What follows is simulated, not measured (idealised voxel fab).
You're looking at the process module voxel transistor to metal.
We display cut, a cross-section 185 nm in width whose square cells are each 5 nm.
Think of the cross-section as a grid of square cells. We describe it in bands, top to bottom, and each band covers one or more rows of those cells.
Top, bottom (nm), then materials left to right with widths (nm); lone material tagged "throughout" fills the whole band edge to edge; "empty" = empty space.
All heights in this document are referenced to 0, defined as the level beneath which the wafer, as received, consists entirely of one material. The lowest band is not bounded below; it extends indefinitely downward and is written in the form "0 down".
Read "30 to 40" as a graded width: first number on top, second number at the bottom, same change between each pair of neighbouring rows.
It should be understood that the words "all unchanged", when stated for a given step, signify that the cross-section underwent no change in any of its cells during that step.
Listed in "Non-vented voids": every empty space of 8 or more cells without an open way to the top. Form: width x height at distance, the distance being from the left edge, all in nm.
Step line, after settings: the simulator's comment on this step.
The "overlay nm" setting may appear on a step's line; for a step that uses a mask, it gives how far to the right of its planned position the mask lay, and a negative value indicates the left.
How should the pairs below be read? Each gives the cross-section before one process step and the cross-section after it, the latter drawn only to the lowest band that changed; the step that lies between them, with its settings, appears under the pair. Does a pair pick up where the pair above left off? Only where its entry headed "Pre-process" says so, since pairs can come from different runs of this module on the same starting wafer.
# Pre-process
	70 to 65 | 45 of empty | 20 of TiN | 55 of empty | 20 of TiN | 45 of empty
	65 to 50 | W throughout
	50 to 35 | 45 of SiO2 | 5 of TiN | 10 of Ru | 5 of TiN | 55 of SiO2 | 5 of TiN | 10 of Ru | 5 of TiN | 45 of SiO2
	35 to 25 | 45 of SiO2 | 5 of TiN | 10 of Ru | 5 of TiN | 5 of SiO2 | 5 of SiN | 5 of SiO2 | 25 of SiCN | 5 of SiO2 | 5 of SiN | 5 of SiO2 | 5 of TiN | 10 of Ru | 5 of TiN | 45 of SiO2
	25 to 5 | 45 of SiO2 | 5 of TiN | 10 of Ru | 5 of TiN | 5 of SiO2 | 5 of SiN | 5 of SiO2 | 25 of polySi | 5 of SiO2 | 5 of SiN | 5 of SiO2 | 5 of TiN | 10 of Ru | 5 of TiN | 45 of SiO2
	5 to 0 | 45 of SiO2 | 5 of TiN | 5 of Ru | 10 of TiN | 5 of SiO2 | 5 of SiN | 5 of SiO2 | 25 of polySi | 5 of SiO2 | 5 of SiN | 5 of SiO2 | 10 of TiN | 5 of Ru | 5 of TiN | 45 of SiO2
	0 to -5 | 40 of SiO2 | 5 of SiN | 5 of TiN | 5 of Ru | 5 of TiN | 10 of nSi | 5 of SiN | 5 of SiO2 | 25 of polySi | 5 of SiO2 | 5 of SiN | 10 of nSi | 5 of TiN | 5 of Ru | 5 of TiN | 5 of SiN | 40 of SiO2
	-5 to -10 | 45 of SiO2 | 15 of TiN | 10 of nSi | 45 of SiO2 | 10 of nSi | 15 of TiN | 45 of SiO2
	-10 to -20 | 45 of SiO2 | 25 of nSi | 45 of Si | 25 of nSi | 45 of SiO2
	-20 to -45 | 45 of SiO2 | 95 of Si | 45 of SiO2
	-45 down | Si throughout
	Non-vented voids: none
# Post-Process View
	75 to 70 | 40 of empty | 30 of SiN | 45 of empty | 30 of SiN | 40 of empty
	70 to 65 | 45 of SiN | 20 of TiN | 55 of SiN | 20 of TiN | 45 of SiN
	Beneath the level 65, the cross-section is identical to its previous state.
	Non-vented voids: none
Relating the two cross-sections above, the step in between is CONFORMAL_DEP (material SiN; thk nm 5)
Pre-process: The pre-step condition corresponds to the post-step cross-section depicted in the pair directly above.
# Post-Process View
	85 to 75 | lowk throughout
	75 to 70 | 40 of lowk | 30 of SiN | 45 of lowk | 30 of SiN | 40 of lowk
	Beneath the level 70, the cross-section is identical to its previous state.
	Non-vented voids: none
Relating the two cross-sections above, the step in between is FILL_DEP (material lowk; thk nm 10)
Pre-process: The pre-step condition corresponds to the post-step cross-section depicted in the pair directly above.
# Post-Process View
	70 to 65 | 45 of SiN | 20 of TiN | 55 of SiN | 20 of TiN | 45 of SiN
	Beneath the level 65, the cross-section is identical to its previous state.
	Non-vented voids: none
Relating the two cross-sections above, the step in between is CMP (height nm 70)
Pre-process: The pre-step condition corresponds to the post-step cross-section depicted in the pair directly above.
# Post-Process View
	75 to 70 | SiCN throughout
	Beneath the level 70, the cross-section is identical to its previous state.
	Non-vented voids: none
Relating the two cross-sections above, the step in between is CONFORMAL_DEP (material SiCN; thk nm 5)
Pre-process: The pre-step condition corresponds to the post-step cross-section depicted in the pair directly above.
# Post-Process View
	110 to 75 | SiO2 throughout
	Beneath the level 75, the cross-section is identical to its previous state.
	Non-vented voids: none
Relating the two cross-sections above, the step in between is DIRECTIONAL_DEP (material SiO2; thk nm 35)
Pre-process: The pre-step condition corresponds to the post-step cross-section depicted in the pair directly above.
# Post-Process View
	110 to 90 | 45 of SiO2 | 20 of empty | 55 of SiO2 | 20 of empty | 45 of SiO2
	Beneath the level 90, the cross-section is identical to its previous state.
	Non-vented voids: none
Relating the two cross-sections above, the step in between is MASKED_ETCH (tone open; mask id METAL_2; width nm 20; pitch nm 75; etch materials SiO2; depth nm 20; overlay nm 0)
Pre-process: The pre-step condition corresponds to the post-step cross-section depicted in the pair directly above.
# Post-Process View
	110 to 90 | 45 of SiO2 | 20 of empty | 55 of SiO2 | 20 of empty | 45 of SiO2
	90 to 75 | 45 of SiO2 | 15 of empty | 60 of SiO2 | 15 of empty | 50 of SiO2
	Beneath the level 75, the cross-section is identical to its previous state.
	Non-vented voids: none
Relating the two cross-sections above, the step in between is MASKED_ETCH (tone open; mask id METAL_2_HOLES; width nm 15; pitch nm 75; etch materials SiO2; depth nm 15; overlay nm 0)
Pre-process: The pre-step condition corresponds to the post-step cross-section depicted in the pair directly above.
# Post-Process View
	110 to 90 | 45 of SiO2 | 20 of empty | 55 of SiO2 | 20 of empty | 45 of SiO2
	90 to 75 | 45 of SiO2 | 15 of empty | 60 of SiO2 | 15 of empty | 50 of SiO2
	75 to 70 | 45 of SiCN | 15 of empty | 60 of SiCN | 15 of empty | 50 of SiCN
	Beneath the level 70, the cross-section is identical to its previous state.
	Non-vented voids: none
Relating the two cross-sections above, the step in between is MASKED_ETCH (tone open; mask id METAL_2_HOLES; width nm 15; pitch nm 75; etch materials SiCN; depth nm 5; overlay nm 0)
Pre-process: The pre-step condition corresponds to the post-step cross-section depicted in the pair directly above.
# Post-Process View
	115 to 110 | 50 of TiN | 10 of empty | 65 of TiN | 10 of empty | 50 of TiN
	110 to 95 | 45 of SiO2 | 5 of TiN | 10 of empty | 5 of TiN | 55 of SiO2 | 5 of TiN | 10 of empty | 5 of TiN | 45 of SiO2
	95 to 90 | 45 of SiO2 | 5 of TiN | 5 of empty | 10 of TiN | 55 of SiO2 | 5 of TiN | 5 of empty | 10 of TiN | 45 of SiO2
	90 to 75 | 45 of SiO2 | 5 of TiN | 5 of empty | 5 of TiN | 60 of SiO2 | 5 of TiN | 5 of empty | 5 of TiN | 50 of SiO2
	75 to 70 | 45 of SiCN | 15 of TiN | 60 of SiCN | 15 of TiN | 50 of SiCN
	Beneath the level 70, the cross-section is identical to its previous state.
	Non-vented voids: none
Relating the two cross-sections above, the step in between is CONFORMAL_DEP (material TiN; thk nm 5)
Pre-process: The pre-step condition corresponds to the post-step cross-section depicted in the pair directly above.
# Post-Process View
	120 to 115 | Ru throughout
	115 to 110 | 50 of TiN | 10 of Ru | 65 of TiN | 10 of Ru | 50 of TiN
	110 to 95 | 45 of SiO2 | 5 of TiN | 10 of Ru | 5 of TiN | 55 of SiO2 | 5 of TiN | 10 of Ru | 5 of TiN | 45 of SiO2
	95 to 90 | 45 of SiO2 | 5 of TiN | 5 of Ru | 10 of TiN | 55 of SiO2 | 5 of TiN | 5 of Ru | 10 of TiN | 45 of SiO2
	90 to 75 | 45 of SiO2 | 5 of TiN | 5 of Ru | 5 of TiN | 60 of SiO2 | 5 of TiN | 5 of Ru | 5 of TiN | 50 of SiO2
	Beneath the level 75, the cross-section is identical to its previous state.
	Non-vented voids: none
Relating the two cross-sections above, the step in between is FILL_DEP (material Ru; thk nm 5)
Pre-process: The pre-step condition corresponds to the post-step cross-section depicted in the pair directly above.
# Post-Process View
	110 to 95 | 45 of SiO2 | 5 of TiN | 10 of Ru | 5 of TiN | 55 of SiO2 | 5 of TiN | 10 of Ru | 5 of TiN | 45 of SiO2
	Beneath the level 95, the cross-section is identical to its previous state.
	Non-vented voids: none
Relating the two cross-sections above, the step in between is CMP (height nm 110)
Pre-process: The pre-step condition corresponds to the post-step cross-section depicted in the pair directly above.
# Post-Process View
	115 to 110 | SiN throughout
	Beneath the level 110, the cross-section is identical to its previous state.
	Non-vented voids: none
Relating the two cross-sections above, the step in between is CONFORMAL_DEP (material SiN; thk nm 5)
# Pre-process
	85 to 75 | lowk throughout
	75 to 70 | 40 of lowk | 30 of SiN | 45 of lowk | 30 of SiN | 40 of lowk
	70 to 55 | 40 of lowk | 5 of SiN | 20 of W | 5 of SiN | 45 of lowk | 5 of SiN | 20 of W | 5 of SiN | 40 of lowk
	55 to 50 | 45 of SiN | 20 of TiN | 55 of SiN | 20 of TiN | 45 of SiN
	50 to 35 | 45 of SiO2 | 5 of TiN | 10 of Ru | 5 of TiN | 55 of SiO2 | 5 of TiN | 10 of Ru | 5 of TiN | 45 of SiO2
	35 to 25 | 45 of SiO2 | 5 of TiN | 10 of Ru | 5 of TiN | 5 of SiO2 | 5 of SiN | 5 of SiO2 | 25 of SiCN | 5 of SiO2 | 5 of SiN | 5 of SiO2 | 5 of TiN | 10 of Ru | 5 of TiN | 45 of SiO2
	25 to 5 | 45 of SiO2 | 5 of TiN | 10 of Ru | 5 of TiN | 5 of SiO2 | 5 of SiN | 5 of SiO2 | 25 of polySi | 5 of SiO2 | 5 of SiN | 5 of SiO2 | 5 of TiN | 10 of Ru | 5 of TiN | 45 of SiO2
	5 to 0 | 45 of SiO2 | 5 of TiN | 5 of Ru | 10 of TiN | 5 of SiO2 | 5 of SiN | 5 of SiO2 | 25 of polySi | 5 of SiO2 | 5 of SiN | 5 of SiO2 | 10 of TiN | 5 of Ru | 5 of TiN | 45 of SiO2
	0 to -5 | 40 of SiO2 | 5 of SiN | 5 of TiN | 5 of Ru | 5 of TiN | 10 of nSi | 5 of SiN | 5 of SiO2 | 25 of polySi | 5 of SiO2 | 5 of SiN | 10 of nSi | 5 of TiN | 5 of Ru | 5 of TiN | 5 of SiN | 40 of SiO2
	-5 to -10 | 45 of SiO2 | 15 of TiN | 10 of nSi | 45 of SiO2 | 10 of nSi | 15 of TiN | 45 of SiO2
	-10 to -20 | 45 of SiO2 | 25 of nSi | 45 of Si | 25 of nSi | 45 of SiO2
	-20 to -45 | 45 of SiO2 | 95 of Si | 45 of SiO2
	-45 down | Si throughout
	Non-vented voids: none
# Post-Process View
	75 to 70 | 40 of lowk | 30 of SiN | 45 of lowk | 30 of SiN | 40 of lowk
	Beneath the level 70, the cross-section is identical to its previous state.
	Non-vented voids: none
Relating the two cross-sections above, the step in between is CMP (height nm 75)
Pre-process: The pre-step condition corresponds to the post-step cross-section depicted in the pair directly above.
# Post-Process View
	80 to 75 | SiCN throughout
	Beneath the level 75, the cross-section is identical to its previous state.
	Non-vented voids: none
Relating the two cross-sections above, the step in between is CONFORMAL_DEP (material SiCN; thk nm 5)
Pre-process: The pre-step condition corresponds to the post-step cross-section depicted in the pair directly above.
# Post-Process View
	115 to 80 | SiO2 throughout
	Beneath the level 80, the cross-section is identical to its previous state.
	Non-vented voids: none
Relating the two cross-sections above, the step in between is DIRECTIONAL_DEP (material SiO2; thk nm 35)
Pre-process: The pre-step condition corresponds to the post-step cross-section depicted in the pair directly above.
# Post-Process View
	115 to 95 | 45 of SiO2 | 20 of empty | 55 of SiO2 | 20 of empty | 45 of SiO2
	Beneath the level 95, the cross-section is identical to its previous state.
	Non-vented voids: none
Relating the two cross-sections above, the step in between is MASKED_ETCH (tone open; mask id METAL_2; width nm 20; pitch nm 75; etch materials SiO2; depth nm 20; overlay nm 0)
Pre-process: The pre-step condition corresponds to the post-step cross-section depicted in the pair directly above.
# Post-Process View
	115 to 95 | 45 of SiO2 | 20 of empty | 55 of SiO2 | 20 of empty | 45 of SiO2
	95 to 80 | 45 of SiO2 | 15 of empty | 60 of SiO2 | 15 of empty | 50 of SiO2
	Beneath the level 80, the cross-section is identical to its previous state.
	Non-vented voids: none
Relating the two cross-sections above, the step in between is MASKED_ETCH (tone open; mask id METAL_2_HOLES; width nm 15; pitch nm 75; etch materials SiO2; depth nm 15; overlay nm 0)
Pre-process: The pre-step condition corresponds to the post-step cross-section depicted in the pair directly above.
# Post-Process View
	115 to 95 | 45 of SiO2 | 20 of empty | 55 of SiO2 | 20 of empty | 45 of SiO2
	95 to 80 | 45 of SiO2 | 15 of empty | 60 of SiO2 | 15 of empty | 50 of SiO2
	80 to 75 | 45 of SiCN | 15 of empty | 60 of SiCN | 15 of empty | 50 of SiCN
	Beneath the level 75, the cross-section is identical to its previous state.
	Non-vented voids: none
Relating the two cross-sections above, the step in between is MASKED_ETCH (tone open; mask id METAL_2_HOLES; width nm 15; pitch nm 75; etch materials SiCN; depth nm 5; overlay nm 0)
Pre-process: The pre-step condition corresponds to the post-step cross-section depicted in the pair directly above.
# Post-Process View
	120 to 115 | 50 of TiN | 10 of empty | 65 of TiN | 10 of empty | 50 of TiN
	115 to 100 | 45 of SiO2 | 5 of TiN | 10 of empty | 5 of TiN | 55 of SiO2 | 5 of TiN | 10 of empty | 5 of TiN | 45 of SiO2
	100 to 95 | 45 of SiO2 | 5 of TiN | 5 of empty | 10 of TiN | 55 of SiO2 | 5 of TiN | 5 of empty | 10 of TiN | 45 of SiO2
	95 to 80 | 45 of SiO2 | 5 of TiN | 5 of empty | 5 of TiN | 60 of SiO2 | 5 of TiN | 5 of empty | 5 of TiN | 50 of SiO2
	80 to 75 | 45 of SiCN | 15 of TiN | 60 of SiCN | 15 of TiN | 50 of SiCN
	Beneath the level 75, the cross-section is identical to its previous state.
	Non-vented voids: none
Relating the two cross-sections above, the step in between is CONFORMAL_DEP (material TiN; thk nm 5)
Pre-process: The pre-step condition corresponds to the post-step cross-section depicted in the pair directly above.
# Post-Process View
	125 to 120 | Ru throughout
	120 to 115 | 50 of TiN | 10 of Ru | 65 of TiN | 10 of Ru | 50 of TiN
	115 to 100 | 45 of SiO2 | 5 of TiN | 10 of Ru | 5 of TiN | 55 of SiO2 | 5 of TiN | 10 of Ru | 5 of TiN | 45 of SiO2
	100 to 95 | 45 of SiO2 | 5 of TiN | 5 of Ru | 10 of TiN | 55 of SiO2 | 5 of TiN | 5 of Ru | 10 of TiN | 45 of SiO2
	95 to 80 | 45 of SiO2 | 5 of TiN | 5 of Ru | 5 of TiN | 60 of SiO2 | 5 of TiN | 5 of Ru | 5 of TiN | 50 of SiO2
	Beneath the level 80, the cross-section is identical to its previous state.
	Non-vented voids: none
Relating the two cross-sections above, the step in between is FILL_DEP (material Ru; thk nm 5)
Pre-process: The pre-step condition corresponds to the post-step cross-section depicted in the pair directly above.
# Post-Process View
	110 to 100 | 45 of SiO2 | 5 of TiN | 10 of Ru | 5 of TiN | 55 of SiO2 | 5 of TiN | 10 of Ru | 5 of TiN | 45 of SiO2
	Beneath the level 100, the cross-section is identical to its previous state.
	Non-vented voids: none
Relating the two cross-sections above, the step in between is CMP (height nm 110)
Pre-process: The pre-step condition corresponds to the post-step cross-section depicted in the pair directly above.
# Post-Process View
	115 to 110 | SiN throughout
	Beneath the level 110, the cross-section is identical to its previous state.
	Non-vented voids: none
Relating the two cross-sections above, the step in between is CONFORMAL_DEP (material SiN; thk nm 5)
# Pre-process
	110 to 90 | 45 of SiO2 | 20 of empty | 55 of SiO2 | 20 of empty | 45 of SiO2
	90 to 75 | SiO2 throughout
	75 to 70 | SiCN throughout
	70 to 55 | 40 of lowk | 5 of SiN | 20 of W | 5 of SiN | 45 of lowk | 5 of SiN | 20 of W | 5 of SiN | 40 of lowk
	55 to 50 | 45 of SiN | 20 of TiN | 55 of SiN | 20 of TiN | 45 of SiN
	50 to 35 | 45 of SiO2 | 5 of TiN | 10 of Ru | 5 of TiN | 55 of SiO2 | 5 of TiN | 10 of Ru | 5 of TiN | 45 of SiO2
	35 to 25 | 45 of SiO2 | 5 of TiN | 10 of Ru | 5 of TiN | 5 of SiO2 | 5 of SiN | 5 of SiO2 | 25 of SiCN | 5 of SiO2 | 5 of SiN | 5 of SiO2 | 5 of TiN | 10 of Ru | 5 of TiN | 45 of SiO2
	25 to 5 | 45 of SiO2 | 5 of TiN | 10 of Ru | 5 of TiN | 5 of SiO2 | 5 of SiN | 5 of SiO2 | 25 of polySi | 5 of SiO2 | 5 of SiN | 5 of SiO2 | 5 of TiN | 10 of Ru | 5 of TiN | 45 of SiO2
	5 to 0 | 45 of SiO2 | 5 of TiN | 5 of Ru | 10 of TiN | 5 of SiO2 | 5 of SiN | 5 of SiO2 | 25 of polySi | 5 of SiO2 | 5 of SiN | 5 of SiO2 | 10 of TiN | 5 of Ru | 5 of TiN | 45 of SiO2
	0 to -5 | 40 of SiO2 | 5 of SiN | 5 of TiN | 5 of Ru | 5 of TiN | 10 of nSi | 5 of SiN | 5 of SiO2 | 25 of polySi | 5 of SiO2 | 5 of SiN | 10 of nSi | 5 of TiN | 5 of Ru | 5 of TiN | 5 of SiN | 40 of SiO2
	-5 to -10 | 45 of SiO2 | 15 of TiN | 10 of nSi | 45 of SiO2 | 10 of nSi | 15 of TiN | 45 of SiO2
	-10 to -20 | 45 of SiO2 | 25 of nSi | 45 of Si | 25 of nSi | 45 of SiO2
	-20 to -45 | 45 of SiO2 | 95 of Si | 45 of SiO2
	-45 down | Si throughout
	Non-vented voids: none
# Post-Process View
	110 to 95 | 40 of SiO2 | 25 of empty | 50 of SiO2 | 25 of empty | 45 of SiO2
	95 to 75 | 45 of SiO2 | 20 of empty | 55 of SiO2 | 20 of empty | 45 of SiO2
	Beneath the level 75, the cross-section is identical to its previous state.
	Non-vented voids: none
Relating the two cross-sections above, the step in between is MASKED_ETCH (tone open; mask id METAL_2_HOLES; width nm 25; pitch nm 75; etch materials SiO2; depth nm 15; overlay nm 0)
Pre-process: The pre-step condition corresponds to the post-step cross-section depicted in the pair directly above.
# Post-Process View
	110 to 95 | 40 of SiO2 | 25 of empty | 50 of SiO2 | 25 of empty | 45 of SiO2
	95 to 75 | 45 of SiO2 | 20 of empty | 55 of SiO2 | 20 of empty | 45 of SiO2
	75 to 70 | 45 of SiCN | 15 of empty | 60 of SiCN | 15 of empty | 50 of SiCN
	Beneath the level 70, the cross-section is identical to its previous state.
	Non-vented voids: none
Relating the two cross-sections above, the step in between is MASKED_ETCH (tone open; mask id METAL_2_HOLES; width nm 15; pitch nm 75; etch materials SiCN; depth nm 5; overlay nm 0)
Pre-process: The pre-step condition corresponds to the post-step cross-section depicted in the pair directly above.
# Post-Process View
	115 to 110 | 45 of TiN | 15 of empty | 60 of TiN | 15 of empty | 50 of TiN
	110 to 100 | 40 of SiO2 | 5 of TiN | 15 of empty | 5 of TiN | 50 of SiO2 | 5 of TiN | 15 of empty | 5 of TiN | 45 of SiO2
	100 to 95 | 40 of SiO2 | 10 of TiN | 10 of empty | 5 of TiN | 50 of SiO2 | 10 of TiN | 10 of empty | 5 of TiN | 45 of SiO2
	95 to 80 | 45 of SiO2 | 5 of TiN | 10 of empty | 5 of TiN | 55 of SiO2 | 5 of TiN | 10 of empty | 5 of TiN | 45 of SiO2
	80 to 75 | 45 of SiO2 | 5 of TiN | 5 of empty | 10 of TiN | 55 of SiO2 | 5 of TiN | 5 of empty | 10 of TiN | 45 of SiO2
	75 to 70 | 45 of SiCN | 15 of TiN | 60 of SiCN | 15 of TiN | 50 of SiCN
	Beneath the level 70, the cross-section is identical to its previous state.
	Non-vented voids: none
Relating the two cross-sections above, the step in between is CONFORMAL_DEP (material TiN; thk nm 5)
Pre-process: The pre-step condition corresponds to the post-step cross-section depicted in the pair directly above.
# Post-Process View
	120 to 115 | Ru throughout
	115 to 110 | 45 of TiN | 15 of Ru | 60 of TiN | 15 of Ru | 50 of TiN
	110 to 100 | 40 of SiO2 | 5 of TiN | 15 of Ru | 5 of TiN | 50 of SiO2 | 5 of TiN | 15 of Ru | 5 of TiN | 45 of SiO2
	100 to 95 | 40 of SiO2 | 10 of TiN | 10 of Ru | 5 of TiN | 50 of SiO2 | 10 of TiN | 10 of Ru | 5 of TiN | 45 of SiO2
	95 to 80 | 45 of SiO2 | 5 of TiN | 10 of Ru | 5 of TiN | 55 of SiO2 | 5 of TiN | 10 of Ru | 5 of TiN | 45 of SiO2
	80 to 75 | 45 of SiO2 | 5 of TiN | 5 of Ru | 10 of TiN | 55 of SiO2 | 5 of TiN | 5 of Ru | 10 of TiN | 45 of SiO2
	Beneath the level 75, the cross-section is identical to its previous state.
	Non-vented voids: none
Relating the two cross-sections above, the step in between is FILL_DEP (material Ru; thk nm 5)
Pre-process: The pre-step condition corresponds to the post-step cross-section depicted in the pair directly above.
# Post-Process View
	110 to 100 | 40 of SiO2 | 5 of TiN | 15 of Ru | 5 of TiN | 50 of SiO2 | 5 of TiN | 15 of Ru | 5 of TiN | 45 of SiO2
	Beneath the level 100, the cross-section is identical to its previous state.
	Non-vented voids: none
Relating the two cross-sections above, the step in between is CMP (height nm 110)
Pre-process: The pre-step condition corresponds to the post-step cross-section depicted in the pair directly above.
# Post-Process View
	115 to 110 | SiN throughout
	Beneath the level 110, the cross-section is identical to its previous state.
	Non-vented voids: none
Relating the two cross-sections above, the step in between is CONFORMAL_DEP (material SiN; thk nm 5)
# Pre-process
	50 to 35 | SiO2 throughout
	35 to 25 | 70 of SiO2 | 5 of SiN | 5 of SiO2 | 25 of SiCN | 5 of SiO2 | 5 of SiN | 70 of SiO2
	25 to 0 | 70 of SiO2 | 5 of SiN | 5 of SiO2 | 25 of polySi | 5 of SiO2 | 5 of SiN | 70 of SiO2
	0 to -5 | 40 of SiO2 | 5 of SiN | 15 of SiO2 | 10 of nSi | 5 of SiN | 5 of SiO2 | 25 of polySi | 5 of SiO2 | 5 of SiN | 10 of nSi | 15 of SiO2 | 5 of SiN | 40 of SiO2
	-5 to -10 | 60 of SiO2 | 10 of nSi | 45 of SiO2 | 10 of nSi | 60 of SiO2
	-10 to -20 | 45 of SiO2 | 25 of nSi | 45 of Si | 25 of nSi | 45 of SiO2
	-20 to -45 | 45 of SiO2 | 95 of Si | 45 of SiO2
	-45 down | Si throughout
	Non-vented voids: none
# Post-Process View
	65 to 50 | 40 of resist | 20 of empty | 55 of resist | 20 of empty | 50 of resist
	Beneath the level 50, the cross-section is identical to its previous state.
	Non-vented voids: none
Relating the two cross-sections above, the step in between is PATTERN (tone open; mask id CONTACT; material resist; width nm 20; pitch nm 75; thk nm 15; overlay nm -5)
Pre-process: The pre-step condition corresponds to the post-step cross-section depicted in the pair directly above.
# Post-Process View
	65 to 50 | 40 of resist | 20 of empty | 55 of resist | 20 of empty | 50 of resist
	50 to 35 | 40 of SiO2 | 20 of empty | 55 of SiO2 | 20 of empty | 50 of SiO2
	35 to 25 | 40 of SiO2 | 20 of empty | 10 of SiO2 | 5 of SiN | 5 of SiO2 | 25 of SiCN | 5 of SiO2 | 5 of SiN | 20 of empty | 50 of SiO2
	25 to 0 | 40 of SiO2 | 20 of empty | 10 of SiO2 | 5 of SiN | 5 of SiO2 | 25 of polySi | 5 of SiO2 | 5 of SiN | 20 of empty | 50 of SiO2
	0 to -5 | 40 of SiO2 | 5 of SiN | 15 of empty | 10 of nSi | 5 of SiN | 5 of SiO2 | 25 of polySi | 5 of SiO2 | 5 of SiN | 10 of nSi | 10 of empty | 5 of SiO2 | 5 of SiN | 40 of SiO2
	-5 to -10 | 45 of SiO2 | 15 of empty | 10 of nSi | 45 of SiO2 | 10 of nSi | 10 of empty | 50 of SiO2
	Beneath the level -10, the cross-section is identical to its previous state.
	Non-vented voids: none
Relating the two cross-sections above, the step in between is DIRECTIONAL_ETCH (etch materials SiO2; depth nm 60)
Pre-process: The pre-step condition corresponds to the post-step cross-section depicted in the pair directly above.
# Post-Process View
	50 to 35 | 40 of SiO2 | 20 of empty | 55 of SiO2 | 20 of empty | 50 of SiO2
	Beneath the level 35, the cross-section is identical to its previous state.
	Non-vented voids: none
Relating the two cross-sections above, the step in between is STRIP (etch materials resist)
Pre-process: The pre-step condition corresponds to the post-step cross-section depicted in the pair directly above.
# Post-Process View
	55 to 50 | 45 of TiN | 10 of empty | 65 of TiN | 10 of empty | 55 of TiN
	50 to 35 | 40 of SiO2 | 5 of TiN | 10 of empty | 5 of TiN | 55 of SiO2 | 5 of TiN | 10 of empty | 5 of TiN | 50 of SiO2
	35 to 25 | 40 of SiO2 | 5 of TiN | 10 of empty | 5 of TiN | 10 of SiO2 | 5 of SiN | 5 of SiO2 | 25 of SiCN | 5 of SiO2 | 5 of SiN | 5 of TiN | 10 of empty | 5 of TiN | 50 of SiO2
	25 to 5 | 40 of SiO2 | 5 of TiN | 10 of empty | 5 of TiN | 10 of SiO2 | 5 of SiN | 5 of SiO2 | 25 of polySi | 5 of SiO2 | 5 of SiN | 5 of TiN | 10 of empty | 5 of TiN | 50 of SiO2
	5 to 0 | 40 of SiO2 | 10 of TiN | 5 of empty | 5 of TiN | 10 of SiO2 | 5 of SiN | 5 of SiO2 | 25 of polySi | 5 of SiO2 | 5 of SiN | 20 of TiN | 50 of SiO2
	0 to -5 | 40 of SiO2 | 5 of SiN | 5 of TiN | 5 of empty | 5 of TiN | 10 of nSi | 5 of SiN | 5 of SiO2 | 25 of polySi | 5 of SiO2 | 5 of SiN | 10 of nSi | 10 of TiN | 5 of SiO2 | 5 of SiN | 40 of SiO2
	-5 to -10 | 45 of SiO2 | 15 of TiN | 10 of nSi | 45 of SiO2 | 10 of nSi | 10 of TiN | 50 of SiO2
	Beneath the level -10, the cross-section is identical to its previous state.
	Non-vented voids: none
Relating the two cross-sections above, the step in between is CONFORMAL_DEP (material TiN; thk nm 5)
Pre-process: The pre-step condition corresponds to the post-step cross-section depicted in the pair directly above.
# Post-Process View
	60 to 55 | Ru throughout
	55 to 50 | 45 of TiN | 10 of Ru | 65 of TiN | 10 of Ru | 55 of TiN
	50 to 35 | 40 of SiO2 | 5 of TiN | 10 of Ru | 5 of TiN | 55 of SiO2 | 5 of TiN | 10 of Ru | 5 of TiN | 50 of SiO2
	35 to 25 | 40 of SiO2 | 5 of TiN | 10 of Ru | 5 of TiN | 10 of SiO2 | 5 of SiN | 5 of SiO2 | 25 of SiCN | 5 of SiO2 | 5 of SiN | 5 of TiN | 10 of Ru | 5 of TiN | 50 of SiO2
	25 to 5 | 40 of SiO2 | 5 of TiN | 10 of Ru | 5 of TiN | 10 of SiO2 | 5 of SiN | 5 of SiO2 | 25 of polySi | 5 of SiO2 | 5 of SiN | 5 of TiN | 10 of Ru | 5 of TiN | 50 of SiO2
	5 to 0 | 40 of SiO2 | 10 of TiN | 5 of Ru | 5 of TiN | 10 of SiO2 | 5 of SiN | 5 of SiO2 | 25 of polySi | 5 of SiO2 | 5 of SiN | 20 of TiN | 50 of SiO2
	0 to -5 | 40 of SiO2 | 5 of SiN | 5 of TiN | 5 of Ru | 5 of TiN | 10 of nSi | 5 of SiN | 5 of SiO2 | 25 of polySi | 5 of SiO2 | 5 of SiN | 10 of nSi | 10 of TiN | 5 of SiO2 | 5 of SiN | 40 of SiO2
	Beneath the level -5, the cross-section is identical to its previous state.
	Non-vented voids: none
Relating the two cross-sections above, the step in between is FILL_DEP (material Ru; thk nm 5)
Pre-process: The pre-step condition corresponds to the post-step cross-section depicted in the pair directly above.
# Post-Process View
	50 to 35 | 40 of SiO2 | 5 of TiN | 10 of Ru | 5 of TiN | 55 of SiO2 | 5 of TiN | 10 of Ru | 5 of TiN | 50 of SiO2
	Beneath the level 35, the cross-section is identical to its previous state.
	Non-vented voids: none
Relating the two cross-sections above, the step in between is CMP (height nm 50)
Pre-process: The pre-step condition corresponds to the post-step cross-section depicted in the pair directly above.
# Post-Process View
	55 to 50 | TiN throughout
	Beneath the level 50, the cross-section is identical to its previous state.
	Non-vented voids: none
Relating the two cross-sections above, the step in between is DIRECTIONAL_DEP (material TiN; thk nm 5)
Pre-process: The pre-step condition corresponds to the post-step cross-section depicted in the pair directly above.
# Post-Process View
	70 to 55 | W throughout
	Beneath the level 55, the cross-section is identical to its previous state.
	Non-vented voids: none
Relating the two cross-sections above, the step in between is DIRECTIONAL_DEP (material W; thk nm 15)
Pre-process: The pre-step condition corresponds to the post-step cross-section depicted in the pair directly above.
# Post-Process View
	85 to 70 | aC throughout
	Beneath the level 70, the cross-section is identical to its previous state.
	Non-vented voids: none
Relating the two cross-sections above, the step in between is DIRECTIONAL_DEP (material aC; thk nm 15)
Pre-process: The pre-step condition corresponds to the post-step cross-section depicted in the pair directly above.
# Post-Process View
	120 to 85 | 45 of empty | 20 of resist | 55 of empty | 20 of resist | 45 of empty
	Beneath the level 85, the cross-section is identical to its previous state.
	Non-vented voids: none
Relating the two cross-sections above, the step in between is PATTERN (tone cover; mask id METAL_1; material resist; width nm 20; pitch nm 75; thk nm 35; overlay nm 0)
Pre-process: The pre-step condition corresponds to the post-step cross-section depicted in the pair directly above.
# Post-Process View
	105 to 85 | 45 of empty | 20 of resist | 55 of empty | 20 of resist | 45 of empty
	85 to 70 | 45 of empty | 20 of aC | 55 of empty | 20 of aC | 45 of empty
	Beneath the level 70, the cross-section is identical to its previous state.
	Non-vented voids: none
Relating the two cross-sections above, the step in between is DIRECTIONAL_ETCH (etch materials aC; depth nm 15)
Pre-process: The pre-step condition corresponds to the post-step cross-section depicted in the pair directly above.
# Post-Process View
	85 to 70 | 45 of empty | 20 of aC | 55 of empty | 20 of aC | 45 of empty
	Beneath the level 70, the cross-section is identical to its previous state.
	Non-vented voids: none
Relating the two cross-sections above, the step in between is STRIP (etch materials resist)
Pre-process: The pre-step condition corresponds to the post-step cross-section depicted in the pair directly above.
# Post-Process View
	85 to 70 | 45 of empty | 20 of aC | 55 of empty | 20 of aC | 45 of empty
	70 to 55 | 45 of empty | 20 of W | 55 of empty | 20 of W | 45 of empty
	Beneath the level 55, the cross-section is identical to its previous state.
	Non-vented voids: none
Relating the two cross-sections above, the step in between is DIRECTIONAL_ETCH (etch materials W; depth nm 15)
